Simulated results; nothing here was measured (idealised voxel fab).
You're looking at the process module voxel wiring stack.
Section cut is 245 nm wide and gridded with 5 nm square cells.
Bands, listed from the top down, are how a cross-section gets written in this document; the cross-section itself is a grid of square cells, and a band is one or more rows of them.
Band entry format. Leading values: height of top, height of bottom, nm. Remainder: materials in left-to-right order, each with its width in nm. Special words: "all across" on a single material, which then fills the band edge to edge; "air", empty space.
It should be noted that heights are counted from 0, beneath which the wafer as supplied is of one material throughout, and that the lowest band possesses no lower boundary but continues downward, as written in "0 down".
With a width like "30 to 40", each row of cells in the band differs from the next by the same amount, the top row carrying the first number and the bottom row the second.
Where a step carries "remains unaltered", the cross-section came out of it unchanged, cell for cell.
Basically, "Enclosed void entries" tells you about the enclosed voids: empty spaces with no open way to the top, 8 cells or bigger, each written width x height at distance, where distance is from the left edge, all in nm.
On each step's line, the part that comes after the settings is the simulator's own comment on the step.
overlay nm: for a step with a mask, the amount by which the mask lay right of where it was planned; a negative amount means left of it.

Process steps - plan
1) RECEIVE with material Si
2) CONFORMAL_DEP with material SiO2, thk nm 15
3) DIRECTIONAL_DEP with material TiN, thk nm 5
4) DIRECTIONAL_DEP with material Ru, thk nm 15
5) DIRECTIONAL_DEP with material aC, thk nm 15
6) PATTERN with tone cover, mask id METAL_1, material resist, width nm 30, pitch nm 50, thk nm 30, overlay nm 0
7) DIRECTIONAL_ETCH with etch materials aC, depth nm 15
8) STRIP with etch materials resist
9) DIRECTIONAL_ETCH with etch materials Ru, depth nm 15
10) DIRECTIONAL_ETCH with etch materials TiN, depth nm 5
11) STRIP with etch materials aC
12) FILL_DEP with material SiO2, thk nm 5
13) CMP with height nm 35
14) CONFORMAL_DEP with material SiCN, thk nm 5
15) DIRECTIONAL_DEP with material lowk, thk nm 30
16) PATTERN with tone open, mask id METAL_2, material resist, width nm 30, pitch nm 50, thk nm 15, overlay nm 0
17) DIRECTIONAL_ETCH with etch materials lowk, depth nm 15
18) STRIP with etch materials resist
19) PATTERN with tone open, mask id METAL_2_HOLES, material resist, width nm 15, pitch nm 50, thk nm 15, overlay nm 0
20) DIRECTIONAL_ETCH with etch materials lowk, depth nm 15
21) DIRECTIONAL_ETCH with etch materials SiCN, depth nm 5
22) STRIP with etch materials resist
23) CONFORMAL_DEP with material TiN, thk nm 5
24) FILL_DEP with material Cu, thk nm 10
25) CMP with height nm 70
26) CONFORMAL_DEP with material SiCN, thk nm 5
27) DIRECTIONAL_DEP with material lowk, thk nm 30
28) PATTERN with tone open, mask id METAL_3, material resist, width nm 30, pitch nm 50, thk nm 20, overlay nm 0
29) DIRECTIONAL_ETCH with etch materials lowk, depth nm 15
30) STRIP with etch materials resist
31) PATTERN with tone open, mask id METAL_3_HOLES, material resist, width nm 15, thk nm 15, overlay nm 0
32) DIRECTIONAL_ETCH with etch materials lowk, depth nm 15
33) DIRECTIONAL_ETCH with etch materials SiCN, depth nm 5
34) STRIP with etch materials resist
35) CONFORMAL_DEP with material TiN, thk nm 5
36) FILL_DEP with material Cu, thk nm 10
37) CMP with height nm 105
38) CONFORMAL_DEP with material SiN, thk nm 5

Incoming wafer in cross-section (state: after step 1)
  0 down: Si all across
  Enclosed void entries: none

Cross-sectional view of the first of the two wafers upon completion of the module, processed in accordance with the plan
  110 to 105: SiN all across
  105 to 95: lowk=80 | TiN=5 | Cu=20 | TiN=5 | lowk=20 | TiN=5 | Cu=20 | TiN=5 | lowk=85
  95 to 90: lowk=80 | TiN=5 | Cu=5 | TiN=20 | lowk=20 | TiN=30 | lowk=85
  90 to 75: lowk=80 | TiN=5 | Cu=5 | TiN=5 | lowk=150
  75 to 70: SiCN=80 | TiN=15 | SiCN=150
  70 to 60: lowk=80 | TiN=5 | Cu=20 | TiN=5 | lowk=20 | TiN=5 | Cu=20 | TiN=5 | lowk=85
  60 to 55: lowk=80 | TiN=5 | Cu=5 | TiN=20 | lowk=20 | TiN=5 | Cu=5 | TiN=20 | lowk=85
  55 to 40: lowk=80 | TiN=5 | Cu=5 | TiN=5 | lowk=35 | TiN=5 | Cu=5 | TiN=5 | lowk=100
  40 to 35: SiCN=80 | TiN=15 | SiCN=35 | TiN=15 | SiCN=100
  35 to 20: SiO2=80 | Ru=30 | SiO2=20 | Ru=30 | SiO2=85
  20 to 15: SiO2=80 | TiN=30 | SiO2=20 | TiN=30 | SiO2=85
  15 to 0: SiO2 all across
  0 down: Si all across
  Enclosed void entries: none

Here is the second of the two wafers cut open at the end of the module - same start, same plan as the first one, but we made one mistake running it
  110 to 105: SiN all across
  105 to 95: Cu all across
  95 to 90: Cu=90 | TiN=25 | Cu=10 | TiN=40 | Cu=80
  90 to 80: Cu=90 | TiN=5 | lowk=15 | TiN=5 | Cu=10 | TiN=5 | lowk=30 | TiN=5 | Cu=80
  80 to 75: TiN=85 | Cu=5 | TiN=5 | lowk=15 | TiN=20 | lowk=30 | TiN=85
  75 to 70: SiCN=80 | TiN=15 | SiCN=150
  70 to 60: lowk=80 | TiN=5 | Cu=20 | TiN=5 | lowk=20 | TiN=5 | Cu=20 | TiN=5 | lowk=85
  60 to 55: lowk=80 | TiN=5 | Cu=5 | TiN=20 | lowk=20 | TiN=5 | Cu=5 | TiN=20 | lowk=85
  55 to 40: lowk=80 | TiN=5 | Cu=5 | TiN=5 | lowk=35 | TiN=5 | Cu=5 | TiN=5 | lowk=100
  40 to 35: SiCN=80 | TiN=15 | SiCN=35 | TiN=15 | SiCN=100
  35 to 20: SiO2=80 | Ru=30 | SiO2=20 | Ru=30 | SiO2=85
  20 to 15: SiO2=80 | TiN=30 | SiO2=20 | TiN=30 | SiO2=85
  15 to 0: SiO2 all across
  0 down: Si all across
  Enclosed void entries: none
Nonconformance to the process plan: steps 27 and 28: order swapped relative to plan
Upon completion, the second wafer contains, in terms of cells, a greater or smaller amount of certain materials than the first wafer: 187 more of Cu, 35 more of TiN, 222 fewer of lowk
